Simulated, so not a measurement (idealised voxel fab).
process module | voxel released beams
cross-section cut | 255 nm wide | cells 5 nm
A cross-section is a grid of square cells, given in bands from the top down. A band is one or more rows of cells.
Each band's line starts with the height of the band's top and of its bottom, in nm. Then come its materials from left to right, each with its width in nm. One material with "throughout" fills the band from edge to edge. "air" is empty space.
Height 0 is the level under which the wafer as received is all one material. The lowest band goes on downwards, as in "0 down".
A width such as "30 to 40" changes by the same amount from each row of cells to the next, from the band's top row to its bottom row.
"no change" after a step means that no cell of the cross-section changed.
closed voids: empty space of 8 cells or more with no open way to the top, each as width x height at its distance from the left edge, in nm
after a step's settings: what the simulator itself notes on the step
overlay nm, on a step with a mask: how far to the right of its planned place the mask lay; to the left if negative
plan
1 op RECEIVE | material Si
2 op CONFORMAL_DEP | material SiN | thk nm 5
3 op DIRECTIONAL_DEP | material SiO2 | thk nm 20
4 op MASKED_ETCH | tone open | mask id ANCHOR | width nm 35 | etch materials SiO2 | depth nm 20 | overlay nm -15
5 op CONFORMAL_DEP | material W | thk nm 10
6 op DIRECTIONAL_DEP | material aC | thk nm 15
7 op PATTERN | tone cover | mask id BEAM | material resist | width nm 85 | thk nm 30 | overlay nm 0
8 op DIRECTIONAL_ETCH | etch materials aC | depth nm 15
9 op STRIP | etch materials resist
10 op DIRECTIONAL_ETCH | etch materials W | depth nm 10
11 op STRIP | etch materials aC
12 op STRIP | etch materials SiO2
varied across the wafers: overlay nm of step 4. The plan shows the first wafer's value. All wafers start alike
first wafer as received, after step 1
  0 down: Si throughout
  closed voids: none
first wafer at the end, after step 12
  35 to 25: air 95 | W 70 | air 90
  25 to 15: air 70 | W 10 | air 15 | W 10 | air 150
  15 to 5: air 70 | W 35 | air 150
  5 to 0: SiN throughout
  0 down: Si throughout
  closed voids: none
last wafer at the end
  35 to 25: air 80 | W 30 | air 15 | W 40 | air 90
  25 to 15: air 100 | W 10 | air 15 | W 10 | air 120
  15 to 5: air 100 | W 35 | air 120
  5 to 0: SiN throughout
  0 down: Si throughout
  closed voids: none
each wafer at the end: cells of each material gained (+) or lost (-) since it was received, then its closed voids
overlay nm -15 | +51 SiN | +50 W | closed voids: none
overlay nm -10 | +51 SiN | +50 W | closed voids: none
overlay nm -5 | +51 SiN | +50 W | closed voids: none
overlay nm 0 | +51 SiN | +50 W | closed voids: none
overlay nm 5 | +51 SiN | +50 W | closed voids: none
overlay nm 10 | +51 SiN | +50 W | closed voids: none
overlay nm 15 | +51 SiN | +50 W | closed voids: none
